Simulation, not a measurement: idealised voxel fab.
process module | voxel transistor to metal
cross-section cut | 190 nm wide | cells 5 nm
A cross-section is a grid of square cells, given in bands from the top down. A band is one or more rows of cells.
Each band's line starts with the height of the band's top and of its bottom, in nm. Then come its materials from left to right, each with its width in nm. One material with "throughout" fills the band from edge to edge. "air" is empty space.
Height 0 is the level under which the wafer as received is all one material. The lowest band goes on downwards, as in "0 down".
A width such as "30 to 40" changes by the same amount from each row of cells to the next, from the band's top row to its bottom row.
"no change" after a step means that no cell of the cross-section changed.
closed voids: empty space of 8 cells or more with no open way to the top, each as width x height at its distance from the left edge, in nm
after a step's settings: what the simulator itself notes on the step
overlay nm, on a step with a mask: how far to the right of its planned place the mask lay; to the left if negative
plan
1 op RECEIVE | material Si
2 op OXIDIZE | depth nm 5
3 op CONFORMAL_DEP | material SiN | thk nm 10
4 op MASKED_ETCH | tone cover | mask id ACTIVE | width nm 100 | etch materials SiN | depth nm 10 | overlay nm 0
5 op MASKED_ETCH | tone cover | mask id ACTIVE | width nm 100 | etch materials SiO2 | depth nm 5 | overlay nm 0
6 op MASKED_ETCH | tone cover | mask id ACTIVE | width nm 100 | etch materials Si | depth nm 35 | overlay nm 0
7 op OXIDIZE | depth nm 5
8 op FILL_DEP | material SiO2 | thk nm 15
9 op CMP | height nm 10
10 op SELECTIVE_ETCH | etch materials SiO2 | depth nm 5
11 op STRIP | etch materials SiN
12 op SELECTIVE_ETCH | etch materials SiO2 | depth nm 5
13 op OXIDIZE | depth nm 5
14 op DIRECTIONAL_DEP | material polySi | thk nm 20
15 op DIRECTIONAL_DEP | material SiCN | thk nm 10
16 op PATTERN | tone cover | mask id GATE | material resist | width nm 20 | thk nm 20 | overlay nm 0
17 op DIRECTIONAL_ETCH | etch materials SiCN | depth nm 20
18 op DIRECTIONAL_ETCH | etch materials polySi | depth nm 30
19 op STRIP | etch materials resist
20 op CONFORMAL_DEP | material SiO2 | thk nm 5
21 op DIRECTIONAL_ETCH | etch materials SiO2 | depth nm 5
22 op CONFORMAL_DEP | material SiN | thk nm 10
23 op DIRECTIONAL_ETCH | etch materials SiN | depth nm 10
24 op DIRECTIONAL_ETCH | etch materials SiO2 | depth nm 5
25 op DIRECTIONAL_ETCH | etch materials Si | depth nm 10
26 op EPI | material nSi | thk nm 15
27 op FILL_DEP | material SiO2 | thk nm 10
28 op CMP | height nm 25
29 op DIRECTIONAL_DEP | material SiO2 | thk nm 15
30 op PATTERN | tone open | mask id CONTACT | material resist | width nm 15 | pitch nm 75 | thk nm 20 | overlay nm 0
31 op DIRECTIONAL_ETCH | etch materials SiO2 | depth nm 35
32 op STRIP | etch materials resist
33 op CONFORMAL_DEP | material TiN | thk nm 5
34 op FILL_DEP | material Ru | thk nm 10
35 op CMP | height nm 40
36 op CONFORMAL_DEP | material SiCN | thk nm 5
37 op DIRECTIONAL_DEP | material lowk | thk nm 15
38 op PATTERN | tone open | mask id METAL_1 | material resist | width nm 15 | pitch nm 75 | thk nm 20 | overlay nm 0
39 op DIRECTIONAL_ETCH | etch materials lowk | depth nm 15
40 op DIRECTIONAL_ETCH | etch materials SiCN | depth nm 5
41 op STRIP | etch materials resist
42 op CONFORMAL_DEP | material TiN | thk nm 5
43 op FILL_DEP | material Ru | thk nm 5
44 op CMP | height nm 60
45 op CONFORMAL_DEP | material SiN | thk nm 5
as received, after step 1
  0 down: Si throughout
  closed voids: none
first wafer at the end, as planned
  65 to 60: SiN throughout
  60 to 45: lowk 50 | TiN 5 | Ru 5 | TiN 5 | lowk 60 | TiN 5 | Ru 5 | TiN 5 | lowk 50
  45 to 40: SiCN 50 | TiN 15 | SiCN 60 | TiN 15 | SiCN 50
  40 to 25: SiO2 50 | TiN 5 | Ru 5 | TiN 5 | SiO2 60 | TiN 5 | Ru 5 | TiN 5 | SiO2 50
  25 to 15: SiO2 50 | TiN 5 | Ru 5 | TiN 5 | SiO2 5 | SiN 10 | SiO2 5 | SiCN 20 | SiO2 5 | SiN 10 | SiO2 5 | TiN 5 | Ru 5 | TiN 5 | SiO2 50
  15 to 10: SiO2 50 | TiN 5 | Ru 5 | TiN 5 | SiO2 5 | SiN 10 | SiO2 5 | polySi 20 | SiO2 5 | SiN 10 | SiO2 5 | TiN 5 | Ru 5 | TiN 5 | SiO2 50
  10 to 5: SiO2 50 | TiN 15 | SiO2 5 | SiN 10 | SiO2 5 | polySi 20 | SiO2 5 | SiN 10 | SiO2 5 | TiN 15 | SiO2 50
  5 to 0: SiO2 50 | nSi 20 | SiN 10 | SiO2 5 | polySi 20 | SiO2 5 | SiN 10 | nSi 20 | SiO2 50
  0 to -5: SiO2 45 | SiN 10 | nSi 15 | SiN 10 | SiO2 5 | polySi 20 | SiO2 5 | SiN 10 | nSi 15 | SiN 10 | SiO2 45
  -5 to -10: SiO2 55 | nSi 15 | SiO2 50 | nSi 15 | SiO2 55
  -10 to -20: SiO2 50 | Si 5 | nSi 15 | Si 50 | nSi 15 | Si 5 | SiO2 50
  -20 to -45: SiO2 50 | Si 90 | SiO2 50
  -45 down: Si throughout
  closed voids: none
second wafer at the end: like start, like plan, one mistake
  65 to 60: SiN throughout
  60 to 45: lowk 50 | TiN 5 | Ru 10 | TiN 5 | lowk 55 | TiN 5 | Ru 10 | TiN 5 | lowk 45
  45 to 40: SiCN 50 | TiN 20 | SiCN 55 | TiN 20 | SiCN 45
  40 to 25: SiO2 50 | TiN 5 | Ru 5 | TiN 5 | SiO2 60 | TiN 5 | Ru 5 | TiN 5 | SiO2 50
  25 to 15: SiO2 50 | TiN 5 | Ru 5 | TiN 5 | SiO2 5 | SiN 10 | SiO2 5 | SiCN 20 | SiO2 5 | SiN 10 | SiO2 5 | TiN 5 | Ru 5 | TiN 5 | SiO2 50
  15 to 10: SiO2 50 | TiN 5 | Ru 5 | TiN 5 | SiO2 5 | SiN 10 | SiO2 5 | polySi 20 | SiO2 5 | SiN 10 | SiO2 5 | TiN 5 | Ru 5 | TiN 5 | SiO2 50
  10 to 5: SiO2 50 | TiN 15 | SiO2 5 | SiN 10 | SiO2 5 | polySi 20 | SiO2 5 | SiN 10 | SiO2 5 | TiN 15 | SiO2 50
  5 to 0: SiO2 50 | nSi 20 | SiN 10 | SiO2 5 | polySi 20 | SiO2 5 | SiN 10 | nSi 20 | SiO2 50
  0 to -5: SiO2 45 | SiN 10 | nSi 15 | SiN 10 | SiO2 5 | polySi 20 | SiO2 5 | SiN 10 | nSi 15 | SiN 10 | SiO2 45
  -5 to -10: SiO2 55 | nSi 15 | SiO2 50 | nSi 15 | SiO2 55
  -10 to -20: SiO2 50 | Si 5 | nSi 15 | Si 50 | nSi 15 | Si 5 | SiO2 50
  -20 to -45: SiO2 50 | Si 90 | SiO2 50
  -45 down: Si throughout
  closed voids: none
what went wrong: step 38 ran as: op PATTERN | tone open | mask id METAL_1 | material resist | width nm 20 | pitch nm 75 | thk nm 20 | overlay nm 0
at the end the second wafer has, in cells: 6 more of Ru | 2 fewer of SiCN | 2 more of TiN | 6 fewer of lowk
